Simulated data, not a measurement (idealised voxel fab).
process module | voxel ribs on slabs
cross-section cut | 205 nm wide | cells 5 nm
A cross-section is a grid of square cells, given in bands from the top down. A band is one or more rows of cells.
Each band's line starts with the height of the band's top and of its bottom, in nm. Then come its materials from left to right, each with its width in nm. One material with "throughout" fills the band from edge to edge. "air" is empty space.
Height 0 is the level under which the wafer as received is all one material. The lowest band goes on downwards, as in "0 down".
A width such as "30 to 40" changes by the same amount from each row of cells to the next, from the band's top row to its bottom row.
"no change" after a step means that no cell of the cross-section changed.
closed voids: empty space of 8 cells or more with no open way to the top, each as width x height at its distance from the left edge, in nm
after a step's settings: what the simulator itself notes on the step
overlay nm, on a step with a mask: how far to the right of its planned place the mask lay; to the left if negative
plan
1 op RECEIVE | material Si
2 op DIRECTIONAL_DEP | material SiO2 | thk nm 30
3 op DIRECTIONAL_DEP | material polySi | thk nm 15
4 op PATTERN | tone cover | mask id RIB | material resist | width nm 30 | thk nm 20 | overlay nm 0
5 op DIRECTIONAL_ETCH | etch materials polySi | depth nm 5
6 op STRIP | etch materials resist
7 op PATTERN | tone cover | mask id SLAB | material resist | width nm 80 | thk nm 20 | overlay nm 0
8 op DIRECTIONAL_ETCH | etch materials polySi | depth nm 10
9 op STRIP | etch materials resist
10 op FILL_DEP | material SiO2 | thk nm 20
11 op CMP | height nm 60
12 op DIRECTIONAL_DEP | material TiN | thk nm 10
13 op DIRECTIONAL_DEP | material aC | thk nm 15
14 op PATTERN | tone cover | mask id HEATER | material resist | width nm 40 | thk nm 35 | overlay nm 0
15 op DIRECTIONAL_ETCH | etch materials aC | depth nm 15
16 op STRIP | etch materials resist
17 op DIRECTIONAL_ETCH | etch materials TiN | depth nm 10
18 op STRIP | etch materials aC
19 op CONFORMAL_DEP | material SiN | thk nm 5
as received, after step 1
  0 down: Si throughout
  closed voids: none
a wafer at the end: this start, this plan, one mistake
  75 to 70: air 75 | SiN 50 | air 80
  70 to 65: air 75 | SiN 5 | TiN 40 | SiN 5 | air 80
  65 to 60: SiN 80 | TiN 40 | SiN 85
  60 to 45: SiN throughout
  45 to 40: SiN 85 | polySi 30 | SiN 90
  40 to 30: SiN 60 | polySi 80 | SiN 65
  30 to 0: SiO2 throughout
  0 down: Si throughout
  closed voids: none
what went wrong: step 10 ran as: op FILL_DEP | material SiN | thk nm 20
